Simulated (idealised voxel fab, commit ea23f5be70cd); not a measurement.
The following is a process module called voxel ribs on slabs.
Cross-section cut spans 230 nm and uses square cells 5 nm in size.
For the purposes of this document, a cross-section shall be understood as a grid of square cells, specified as bands listed in top-to-bottom order, each band consisting of one or more rows of cells. Quick guide to a band line: top height, bottom height (nm) up front; then every material left to right with its width in nm. Only one material and it's marked "everywhere"? Then it fills the band edge to edge. And "empty" just means empty space. Convention: height 0 is the level below which the wafer, as received, is all one material. The lowest band does not terminate at the bottom but continues downward, represented as "from 0 down". Graded width ("30..40"): value in top row of band = first number; value in bottom row = second number; row-to-row change constant. Key: "remained the same" - step with no changed cell in the cross-section. If an empty space has no open way to the top and is at least 8 cells in size, "Fully sealed cavities" lists it, written width x height at distance, where distance is measured from the left edge and every value is in nm. Note: text after step settings on the step line = simulator remark on that step. overlay nm, on a step with a mask: how far to the right of its planned place the mask lay; to the left if negative.

This section lists the process steps that were planned:
step 1: RECEIVE, material Si
step 2: DIRECTIONAL_DEP, material SiO2, thk nm 25
step 3: DIRECTIONAL_DEP, material SiN, thk nm 20
step 4: MASKED_ETCH, tone cover, mask id RIB, width nm 20, etch materials SiN, depth nm 10, overlay nm 0
step 5: PATTERN, tone cover, mask id SLAB, material resist, width nm 80, thk nm 15, overlay nm 0
step 6: DIRECTIONAL_ETCH, etch materials SiN, depth nm 10
step 7: STRIP, etch materials resist
step 8: FILL_DEP, material SiO2, thk nm 30
step 9: CMP, height nm 65
step 10: DIRECTIONAL_DEP, material TiN, thk nm 5
step 11: PATTERN, tone cover, mask id HEATER, material resist, width nm 30, thk nm 20, overlay nm 0
step 12: DIRECTIONAL_ETCH, etch materials TiN, depth nm 5
step 13: STRIP, etch materials resist
step 14: CONFORMAL_DEP, material SiO2, thk nm 10

On the first of the two wafers: run conducted according to plan:

This is the cross-section of the wafer as we received it, i.e. after step 1:
- from 0 down  Si everywhere
- Fully sealed cavities: none

The wafer, seen in cross-section, after step 2:
- from 25 to 0  SiO2 everywhere
- Under 0: no change, same as before.

The wafer, seen in cross-section, after step 3:
- from 45 to 25  SiN everywhere
- Under 25: no change, same as before.

The wafer, seen in cross-section, after step 4:
- from 45 to 35  empty (105), SiN (20), empty (105)
- Under 35: no change, same as before.

The wafer, seen in cross-section, after step 5:
- from 60 to 45  empty (75), resist (80), empty (75)
- from 45 to 35  empty (75), resist (30), SiN (20), resist (30), empty (75)
- Under 35: no change, same as before.

The wafer, seen in cross-section, after step 6:
- from 60 to 45  empty (75), resist (80), empty (75)
- from 45 to 35  empty (75), resist (30), SiN (20), resist (30), empty (75)
- from 35 to 25  empty (75), SiN (80), empty (75)
- Under 25: no change, same as before.

The wafer, seen in cross-section, after step 7:
- from 45 to 35  empty (105), SiN (20), empty (105)
- Under 35: no change, same as before.

The wafer, seen in cross-section, after step 8:
- from 75 to 45  SiO2 everywhere
- from 45 to 35  SiO2 (105), SiN (20), SiO2 (105)
- from 35 to 25  SiO2 (75), SiN (80), SiO2 (75)
- Under 25: no change, same as before.

The wafer, seen in cross-section, after step 9:
- from 65 to 45  SiO2 everywhere
- Under 45: no change, same as before.

The wafer, seen in cross-section, after step 10:
- from 70 to 65  TiN everywhere
- Under 65: no change, same as before.

The wafer, seen in cross-section, after step 11:
- from 90 to 70  empty (100), resist (30), empty (100)
- Under 70: no change, same as before.

The wafer, seen in cross-section, after step 12:
- from 90 to 70  empty (100), resist (30), empty (100)
- from 70 to 65  empty (100), TiN (30), empty (100)
- Under 65: no change, same as before.

The wafer, seen in cross-section, after step 13:
- from 70 to 65  empty (100), TiN (30), empty (100)
- Under 65: no change, same as before.

The wafer, seen in cross-section, after step 14:
- from 80 to 75  empty (90), SiO2 (50), empty (90)
- from 75 to 70  SiO2 everywhere
- from 70 to 65  SiO2 (100), TiN (30), SiO2 (100)
- Under 65: no change, same as before.

For the second wafer, take the first wafer's start and plan, then add one mistake made in running it; everything through step 13, that step included, is shared with the first:

Cross-section of the second wafer at the time step 14 of the plan should have ended: remained the same
Which mistake was made when the wafer was run? plan step 14: skipped, not run
Wafer comparison, final, in cells, second relative to first, materials more or fewer: SiO2 -96
